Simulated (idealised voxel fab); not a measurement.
process module | voxel ribs on slabs
cross-section cut | 270 nm wide | cells 5 nm
A cross-section is a grid of square cells, given in bands from the top down. A band is one or more rows of cells.
Each band's line starts with the height of the band's top and of its bottom, in nm. Then come its materials from left to right, each with its width in nm. One material with "throughout" fills the band from edge to edge. "air" is empty space.
Height 0 is the level under which the wafer as received is all one material. The lowest band goes on downwards, as in "0 down".
A width such as "30 to 40" changes by the same amount from each row of cells to the next, from the band's top row to its bottom row.
"no change" after a step means that no cell of the cross-section changed.
closed voids: empty space of 8 cells or more with no open way to the top, each as width x height at its distance from the left edge, in nm
after a step's settings: what the simulator itself notes on the step
overlay nm, on a step with a mask: how far to the right of its planned place the mask lay; to the left if negative
plan
1 op RECEIVE | material Si
2 op DIRECTIONAL_DEP | material SiO2 | thk nm 25
3 op DIRECTIONAL_DEP | material polySi | thk nm 25
4 op DIRECTIONAL_DEP | material aC | thk nm 15
5 op PATTERN | tone cover | mask id RIB | material resist | width nm 20 | thk nm 30 | overlay nm 0
6 op DIRECTIONAL_ETCH | etch materials aC | depth nm 15
7 op STRIP | etch materials resist
8 op DIRECTIONAL_ETCH | etch materials polySi | depth nm 15
9 op STRIP | etch materials aC
10 op MASKED_ETCH | tone cover | mask id SLAB | width nm 70 | etch materials polySi | depth nm 10 | overlay nm 0
11 op FILL_DEP | material SiO2 | thk nm 30
12 op CMP | height nm 70
13 op DIRECTIONAL_DEP | material TiN | thk nm 10
14 op MASKED_ETCH | tone cover | mask id HEATER | width nm 30 | etch materials TiN | depth nm 10 | overlay nm 0
15 op CONFORMAL_DEP | material SiO2 | thk nm 10
as received, after step 1
  0 down: Si throughout
  closed voids: none
a wafer at the end: this start, this plan, one mistake
  90 to 80: air 110 | polySi 50 | air 110
  80 to 70: polySi 120 | TiN 30 | polySi 120
  70 to 50: SiO2 throughout
  50 to 35: SiO2 125 | polySi 20 | SiO2 125
  35 to 25: SiO2 100 | polySi 70 | SiO2 100
  25 to 0: SiO2 throughout
  0 down: Si throughout
  closed voids: none
what went wrong: step 15 ran as: op CONFORMAL_DEP | material polySi | thk nm 10
